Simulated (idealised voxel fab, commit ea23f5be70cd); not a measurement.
The process module presented herein is designated voxel wiring stack.
Square cell edge 5 nm, section width 145 nm, ID cut.
In what follows, cross-sections appear as grids of square cells, described through bands that run from the top down, where every band is one or more rows of cells. Band: top and bottom heights (nm) first, top before bottom; then materials from left to right, widths in nm. "all across" marks a sole material filling the band edge to edge. "blank" denotes empty space. The reference from which all heights are counted is 0, the level beneath which the as-received wafer is entirely one material; the lowest band, having no lower bound, proceeds downward and is written after the example "0 nm and below". The notation "30->40" denotes a width that varies across the rows of cells in the band, beginning at the first number in the top row, finishing at the second number in the bottom row, and changing by an identical amount from each row to the next. A step reported as "all unchanged" is a step in which no cell of the cross-section changed. The entry "Sealed-off cavities" lists the empty spaces that cover at least 8 cells and have no open path to the top. Each is written as width x height at distance, where the distance is measured from the left edge and all three values are in nm. Past the settings on a step's line: simulator remark, on that step. The setting "overlay nm" may be written on the line of a step. When the step uses a mask, the value reports how far to the right of the planned place the mask lay, and a negative value reports that it lay to the left. Pairs, read this way: before one process step on the one hand, after it on the other, the after cross-section ending at the lowest band that changed; the step between, settings included, beneath. Same starting wafer throughout, but possibly different runs of this module, so no pair continues from the pair above unless its entry headed "Cross-section, before" says so.

Cross-section, before:
  90 nm to 85 nm: lowk all across
  85 nm to 60 nm: lowk (35) | W (25) | lowk (20) | W (25) | lowk (40)
  60 nm to 55 nm: lowk (35) | TiN (25) | lowk (20) | TiN (25) | lowk (40)
  55 nm to 40 nm: SiN all across
  40 nm to 35 nm: SiCN all across
  35 nm to 20 nm: lowk (35) | TiN (5) | W (15) | TiN (5) | lowk (20) | TiN (5) | W (15) | TiN (5) | lowk (40)
  20 nm to 15 nm: SiN (35) | TiN (25) | SiN (20) | TiN (25) | SiN (40)
  15 nm to 0 nm: SiO2 all across
  0 nm and below: Si all across
  Sealed-off cavities: none

Post-Step Cross-Section:
  85 nm to 60 nm: lowk (35) | W (25) | lowk (20) | W (25) | lowk (40)
  Everything below 60 is unchanged.
  Sealed-off cavities: none
Processing between the before and after sections above: CMP (height nm 85)

Cross-section, before: look at the pair above, its after cross-section is where this step starts.

Post-Step Cross-Section:
  90 nm to 85 nm: SiN all across
  Everything below 85 is unchanged.
  Sealed-off cavities: none
Processing between the before and after sections above: CONFORMAL_DEP (material SiN; thk nm 5)

Cross-section, before:
  55 nm to 40 nm: lowk all across
  40 nm to 35 nm: SiCN all across
  35 nm to 20 nm: lowk (35) | TiN (5) | W (15) | TiN (5) | lowk (20) | TiN (5) | W (15) | TiN (5) | lowk (40)
  20 nm to 15 nm: SiN (35) | TiN (25) | SiN (20) | TiN (25) | SiN (40)
  15 nm to 0 nm: SiO2 all across
  0 nm and below: Si all across
  Sealed-off cavities: none

Post-Step Cross-Section:
  75 nm to 55 nm: blank (35) | resist (15) | blank (95)
  Everything below 55 is unchanged.
  Sealed-off cavities: none
Processing between the before and after sections above: PATTERN (tone cover; mask id PLUG_1; material resist; width nm 15; thk nm 20; overlay nm 0)

Cross-section, before: look at the pair above, its after cross-section is where this step starts.

Post-Step Cross-Section:
  75 nm to 55 nm: blank (35) | resist (15) | blank (95)
  55 nm to 40 nm: blank (35) | lowk (15) | blank (95)
  Everything below 40 is unchanged.
  Sealed-off cavities: none
Processing between the before and after sections above: DIRECTIONAL_ETCH (etch materials lowk; depth nm 15)

Cross-section, before: look at the pair above, its after cross-section is where this step starts.

Post-Step Cross-Section:
  75 nm to 55 nm: blank (35) | resist (15) | blank (95)
  55 nm to 40 nm: blank (35) | lowk (15) | blank (95)
  40 nm to 35 nm: blank (35) | SiCN (15) | blank (95)
  Everything below 35 is unchanged.
  Sealed-off cavities: none
Processing between the before and after sections above: DIRECTIONAL_ETCH (etch materials SiCN; depth nm 5)

Cross-section, before: look at the pair above, its after cross-section is where this step starts.

Post-Step Cross-Section:
  55 nm to 40 nm: blank (35) | lowk (15) | blank (95)
  Everything below 40 is unchanged.
  Sealed-off cavities: none
Processing between the before and after sections above: STRIP (etch materials resist)

Cross-section, before: look at the pair above, its after cross-section is where this step starts.

Post-Step Cross-Section:
  55 nm to 45 nm: blank (35) | lowk (15) | blank (95)
  45 nm to 40 nm: blank (35) | lowk (15) | Ru (65) | blank (30)
  40 nm to 35 nm: blank (35) | SiCN (15) | Ru (65) | blank (30)
  Everything below 35 is unchanged.
  Sealed-off cavities: none
Processing between the before and after sections above: EPI (material Ru; thk nm 10)

Cross-section, before: look at the pair above, its after cross-section is where this step starts.

Post-Step Cross-Section:
  55 nm to 40 nm: blank (35) | lowk (15) | Ru (75) | blank (20)
  40 nm to 35 nm: blank (35) | SiCN (15) | Ru (75) | blank (20)
  Everything below 35 is unchanged.
  Sealed-off cavities: none
Processing between the before and after sections above: EPI (material Ru; thk nm 10)

Cross-section, before: look at the pair above, its after cross-section is where this step starts.

Post-Step Cross-Section:
  60 nm to 55 nm: blank (35) | TiN (90) | blank (20)
  55 nm to 40 nm: blank (35) | lowk (15) | Ru (75) | blank (20)
  40 nm to 35 nm: TiN (35) | SiCN (15) | Ru (75) | TiN (20)
  Everything below 35 is unchanged.
  Sealed-off cavities: none
Processing between the before and after sections above: DIRECTIONAL_DEP (material TiN; thk nm 5)

Cross-section, before: look at the pair above, its after cross-section is where this step starts.

Post-Step Cross-Section:
  85 nm to 65 nm: blank (35) | W (90) | blank (20)
  65 nm to 60 nm: W all across
  60 nm to 55 nm: W (35) | TiN (90) | W (20)
  55 nm to 40 nm: W (35) | lowk (15) | Ru (75) | W (20)
  Everything below 40 is unchanged.
  Sealed-off cavities: none
Processing between the before and after sections above: DIRECTIONAL_DEP (material W; thk nm 25)

Cross-section, before: look at the pair above, its after cross-section is where this step starts.

Post-Step Cross-Section:
  100 nm to 85 nm: blank (35) | aC (90) | blank (20)
  85 nm to 80 nm: blank (35) | W (90) | blank (20)
  80 nm to 65 nm: aC (35) | W (90) | aC (20)
  Everything below 65 is unchanged.
  Sealed-off cavities: none
Processing between the before and after sections above: DIRECTIONAL_DEP (material aC; thk nm 15)

Cross-section, before: look at the pair above, its after cross-section is where this step starts.

Post-Step Cross-Section:
  135 nm to 100 nm: blank (35) | resist (25) | blank (20) | resist (25) | blank (40)
  Everything below 100 is unchanged.
  Sealed-off cavities: none
Processing between the before and after sections above: PATTERN (tone cover; mask id METAL_2; material resist; width nm 25; pitch nm 45; thk nm 35; overlay nm 0)

Cross-section, before: look at the pair above, its after cross-section is where this step starts.

Post-Step Cross-Section:
  120 nm to 100 nm: blank (35) | resist (25) | blank (20) | resist (25) | blank (40)
  100 nm to 85 nm: blank (35) | aC (25) | blank (20) | aC (25) | blank (40)
  85 nm to 65 nm: blank (35) | W (90) | blank (20)
  Everything below 65 is unchanged.
  Sealed-off cavities: none
Processing between the before and after sections above: DIRECTIONAL_ETCH (etch materials aC; depth nm 15)

Cross-section, before: look at the pair above, its after cross-section is where this step starts.

Post-Step Cross-Section:
  100 nm to 85 nm: blank (35) | aC (25) | blank (20) | aC (25) | blank (40)
  Everything below 85 is unchanged.
  Sealed-off cavities: none
Processing between the before and after sections above: STRIP (etch materials resist)

Cross-section, before: look at the pair above, its after cross-section is where this step starts.

Post-Step Cross-Section:
  100 nm to 85 nm: blank (35) | aC (25) | blank (20) | aC (25) | blank (40)
  85 nm to 60 nm: blank (35) | W (25) | blank (20) | W (25) | blank (40)
  60 nm to 55 nm: blank (35) | TiN (90) | blank (20)
  55 nm to 40 nm: blank (35) | lowk (15) | Ru (75) | blank (20)
  Everything below 40 is unchanged.
  Sealed-off cavities: none
Processing between the before and after sections above: DIRECTIONAL_ETCH (etch materials W; depth nm 25)

Cross-section, before: look at the pair above, its after cross-section is where this step starts.

Post-Step Cross-Section:
  100 nm to 85 nm: blank (35) | aC (25) | blank (20) | aC (25) | blank (40)
  85 nm to 60 nm: blank (35) | W (25) | blank (20) | W (25) | blank (40)
  60 nm to 55 nm: blank (35) | TiN (25) | blank (20) | TiN (25) | blank (40)
  55 nm to 40 nm: blank (35) | lowk (15) | Ru (75) | blank (20)
  40 nm to 35 nm: blank (35) | SiCN (15) | Ru (75) | blank (20)
  Everything below 35 is unchanged.
  Sealed-off cavities: none
Processing between the before and after sections above: DIRECTIONAL_ETCH (etch materials TiN; depth nm 5)

Cross-section, before: look at the pair above, its after cross-section is where this step starts.

Post-Step Cross-Section:
  85 nm to 60 nm: blank (35) | W (25) | blank (20) | W (25) | blank (40)
  Everything below 60 is unchanged.
  Sealed-off cavities: none
Processing between the before and after sections above: STRIP (etch materials aC)

Cross-section, before: look at the pair above, its after cross-section is where this step starts.

Post-Step Cross-Section:
  90 nm to 85 nm: lowk all across
  85 nm to 60 nm: lowk (35) | W (25) | lowk (20) | W (25) | lowk (40)
  60 nm to 55 nm: lowk (35) | TiN (25) | lowk (20) | TiN (25) | lowk (40)
  55 nm to 40 nm: lowk (50) | Ru (75) | lowk (20)
  40 nm to 35 nm: lowk (35) | SiCN (15) | Ru (75) | lowk (20)
  Everything below 35 is unchanged.
  Sealed-off cavities: none
Processing between the before and after sections above: FILL_DEP (material lowk; thk nm 5)

Cross-section, before: look at the pair above, its after cross-section is where this step starts.

Post-Step Cross-Section:
  85 nm to 60 nm: lowk (35) | W (25) | lowk (20) | W (25) | lowk (40)
  Everything below 60 is unchanged.
  Sealed-off cavities: none
Processing between the before and after sections above: CMP (height nm 85)

Cross-section, before: look at the pair above, its after cross-section is where this step starts.

Post-Step Cross-Section:
  90 nm to 85 nm: SiN all across
  Everything below 85 is unchanged.
  Sealed-off cavities: none
Processing between the before and after sections above: CONFORMAL_DEP (material SiN; thk nm 5)
